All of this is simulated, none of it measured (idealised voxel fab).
process module | voxel transistor to metal
The cross-section shown here is cut; it is 170 nm wide and divided into square cells measuring 5 nm on a side.
Throughout this document, each cross-section is represented as a grid of square cells and is presented as a sequence of bands enumerated from the top downward, where a band comprises one or more rows of cells.
It is stipulated that each band's entry specify, in nanometres, the height of the top of the band and then that of its bottom, followed by the materials of the band in left-to-right sequence, each together with its width in nanometres. A single material marked by the word "full width" is understood to fill the band from edge to edge; the word "empty" is understood to denote empty space.
Counting heights begins at 0, where everything beneath is, in the wafer as received, one material. The lowest band has no bottom; it goes on downwards, as "0 nm and below" shows.
A width given as "30 to 40" starts at the first number in the band's top row and ends at the second number in its bottom row, shifting by an equal amount at every step from row to row.
You'll sometimes find "stayed the same" written for a step, and that's the way of saying that nowhere in the cross-section did a cell change during that step.
The label "Cavities, sealed" introduces a list of the empty spaces, 8 cells or larger, that have no open way up to the top; each entry in it reads width x height at distance, where the distance is taken from the left edge and all three are stated in nm.
It should be noted that, on the line of a given step, the content following the step's settings is a remark produced by the simulator itself with respect to that step.
What "overlay nm" on a step's line means: if the step has a mask, that mask lay this far to the right of its planned place, or, when the value is negative, to the left.

Planned process steps:
1,op RECEIVE | material Si
2,op CONFORMAL_DEP | material SiO2 | thk nm 5
3,op CONFORMAL_DEP | material SiN | thk nm 10
4,op DIRECTIONAL_DEP | material aC | thk nm 10
5,op PATTERN | tone cover | mask id ACTIVE | material resist | width nm 110 | thk nm 25 | overlay nm 0
6,op DIRECTIONAL_ETCH | etch materials aC | depth nm 10
7,op STRIP | etch materials resist
8,op DIRECTIONAL_ETCH | etch materials SiN | depth nm 10
9,op DIRECTIONAL_ETCH | etch materials SiO2 | depth nm 5
10,op DIRECTIONAL_ETCH | etch materials Si | depth nm 20
11,op STRIP | etch materials aC
12,op FILL_DEP | material SiO2 | thk nm 15
13,op CMP | height nm 15
14,op SELECTIVE_ETCH | etch materials SiO2 | depth nm 5
15,op STRIP | etch materials SiN
16,op SELECTIVE_ETCH | etch materials SiO2 | depth nm 5
17,op OXIDIZE | depth nm 5
18,op DIRECTIONAL_DEP | material polySi | thk nm 30
19,op DIRECTIONAL_DEP | material SiCN | thk nm 15
20,op MASKED_ETCH | tone cover | mask id GATE | width nm 30 | etch materials SiCN | depth nm 25 | overlay nm 0
21,op MASKED_ETCH | tone cover | mask id GATE | width nm 20 | etch materials polySi | depth nm 40 | overlay nm 0
22,op CONFORMAL_DEP | material SiN | thk nm 5
23,op DIRECTIONAL_ETCH | etch materials SiN | depth nm 5
24,op DIRECTIONAL_ETCH | etch materials SiO2 | depth nm 5
25,op DIRECTIONAL_ETCH | etch materials Si | depth nm 15
26,op EPI | material pSi | thk nm 15
27,op FILL_DEP | material SiO2 | thk nm 10
28,op CMP | height nm 30
29,op STRIP | etch materials polySi
30,op SELECTIVE_ETCH | etch materials SiO2 | depth nm 5
31,op CONFORMAL_DEP | material HfO2 | thk nm 5
32,op CONFORMAL_DEP | material TiN | thk nm 5
33,op FILL_DEP | material W | thk nm 5
34,op CMP | height nm 25
35,op DIRECTIONAL_DEP | material SiO2 | thk nm 10
36,op PATTERN | tone open | mask id CONTACT | material resist | width nm 15 | pitch nm 75 | thk nm 20 | overlay nm 0
37,op DIRECTIONAL_ETCH | etch materials SiO2 | depth nm 40
38,op STRIP | etch materials resist
39,op CONFORMAL_DEP | material TiN | thk nm 5
40,op FILL_DEP | material Ru | thk nm 10
41,op CMP | height nm 35
42,op DIRECTIONAL_DEP | material TiN | thk nm 5
43,op DIRECTIONAL_DEP | material W | thk nm 25
44,op DIRECTIONAL_DEP | material aC | thk nm 15
45,op PATTERN | tone cover | mask id METAL_1 | material resist | width nm 15 | pitch nm 75 | thk nm 30 | overlay nm 0
46,op DIRECTIONAL_ETCH | etch materials aC | depth nm 15
47,op STRIP | etch materials resist
48,op DIRECTIONAL_ETCH | etch materials W | depth nm 25
49,op DIRECTIONAL_ETCH | etch materials TiN | depth nm 5
50,op STRIP | etch materials aC
51,op CONFORMAL_DEP | material SiCN | thk nm 5
52,op FILL_DEP | material lowk | thk nm 10
53,op CMP | height nm 65
54,op CONFORMAL_DEP | material SiCN | thk nm 5
Don't read the plan's width nm for step 21 as applying to every wafer: that's the first wafer's value, and the wafers differ in it, though they all start identical.

first wafer as received, after step 1:
- 0 nm and below | Si full width
- Cavities, sealed: none

Cross-section of the first of several wafers, taken after step 54, where the module ends:
- 70 nm to 65 nm | SiCN full width
- 65 nm to 40 nm | 35 of lowk  5 of SiCN  15 of W  5 of SiCN  50 of lowk  5 of SiCN  15 of W  5 of SiCN  35 of lowk
- 40 nm to 35 nm | 40 of SiCN  15 of TiN  60 of SiCN  15 of TiN  40 of SiCN
- 35 nm to 25 nm | 40 of SiO2  5 of TiN  5 of Ru  5 of TiN  60 of SiO2  5 of TiN  5 of Ru  5 of TiN  40 of SiO2
- 25 nm to 15 nm | 40 of SiO2  5 of TiN  5 of Ru  5 of TiN  10 of SiO2  5 of SiN  5 of HfO2  5 of TiN  10 of W  5 of TiN  5 of HfO2  5 of SiN  10 of SiO2  5 of TiN  5 of Ru  5 of TiN  40 of SiO2
- 15 nm to 10 nm | 40 of SiO2  15 of TiN  10 of SiO2  5 of SiN  5 of HfO2  5 of TiN  10 of W  5 of TiN  5 of HfO2  5 of SiN  10 of SiO2  15 of TiN  40 of SiO2
- 10 nm to 5 nm | 40 of SiO2  10 of TiN  15 of pSi  5 of SiN  5 of HfO2  5 of TiN  10 of W  5 of TiN  5 of HfO2  5 of SiN  15 of pSi  10 of TiN  40 of SiO2
- 5 nm to 0 nm | 25 of SiO2  5 of SiN  10 of SiO2  10 of TiN  15 of pSi  5 of SiN  5 of HfO2  20 of TiN  5 of HfO2  5 of SiN  15 of pSi  10 of TiN  10 of SiO2  5 of SiN  25 of SiO2
- 0 nm to -5 nm | 40 of SiO2  10 of TiN  15 of pSi  40 of HfO2  15 of pSi  10 of TiN  40 of SiO2
- -5 nm to -20 nm | 30 of SiO2  35 of pSi  40 of Si  35 of pSi  30 of SiO2
- -20 nm and below | Si full width
- Cavities, sealed: none

Cross-section, last wafer, module completion:
- 70 nm to 65 nm | SiCN full width
- 65 nm to 40 nm | 35 of lowk  5 of SiCN  15 of W  5 of SiCN  50 of lowk  5 of SiCN  15 of W  5 of SiCN  35 of lowk
- 40 nm to 35 nm | 40 of SiCN  15 of TiN  60 of SiCN  15 of TiN  40 of SiCN
- 35 nm to 25 nm | 40 of SiO2  5 of TiN  5 of Ru  5 of TiN  60 of SiO2  5 of TiN  5 of Ru  5 of TiN  40 of SiO2
- 25 nm to 15 nm | 40 of SiO2  5 of TiN  5 of Ru  5 of TiN  5 of SiO2  5 of SiN  5 of HfO2  5 of TiN  20 of W  5 of TiN  5 of HfO2  5 of SiN  5 of SiO2  5 of TiN  5 of Ru  5 of TiN  40 of SiO2
- 15 nm to 10 nm | 40 of SiO2  15 of TiN  5 of SiO2  5 of SiN  5 of HfO2  5 of TiN  20 of W  5 of TiN  5 of HfO2  5 of SiN  5 of SiO2  15 of TiN  40 of SiO2
- 10 nm to 5 nm | 40 of SiO2  5 of TiN  15 of pSi  5 of SiN  5 of HfO2  5 of TiN  20 of W  5 of TiN  5 of HfO2  5 of SiN  15 of pSi  5 of TiN  40 of SiO2
- 5 nm to 0 nm | 25 of SiO2  5 of SiN  10 of SiO2  5 of TiN  15 of pSi  5 of SiN  5 of HfO2  30 of TiN  5 of HfO2  5 of SiN  15 of pSi  5 of TiN  10 of SiO2  5 of SiN  25 of SiO2
- 0 nm to -5 nm | 40 of SiO2  5 of TiN  15 of pSi  50 of HfO2  15 of pSi  5 of TiN  40 of SiO2
- -5 nm to -20 nm | 30 of SiO2  30 of pSi  50 of Si  30 of pSi  30 of SiO2
- -20 nm and below | Si full width
- Cavities, sealed: none

Row per wafer, end-of-module: cell gain (+)/loss (-) by material since the wafer came in, then closed voids:
width nm 20 | +18 HfO2 | +8 Ru | -112 Si | +82 SiCN | +12 SiN | +198 SiO2 | +52 TiN | +38 W | +120 lowk | +60 pSi | Cavities, sealed: none
width nm 25 | +18 HfO2 | +8 Ru | -112 Si | +82 SiCN | +12 SiN | +198 SiO2 | +52 TiN | +38 W | +120 lowk | +60 pSi | Cavities, sealed: none
width nm 30 | +18 HfO2 | +8 Ru | -112 Si | +82 SiCN | +12 SiN | +198 SiO2 | +52 TiN | +38 W | +120 lowk | +60 pSi | Cavities, sealed: none
width nm 35 | +19 HfO2 | +8 Ru | -109 Si | +82 SiCN | +12 SiN | +195 SiO2 | +50 TiN | +42 W | +120 lowk | +57 pSi | Cavities, sealed: none
width nm 40 | +20 HfO2 | +8 Ru | -106 Si | +82 SiCN | +12 SiN | +192 SiO2 | +48 TiN | +46 W | +120 lowk | +54 pSi | Cavities, sealed: none
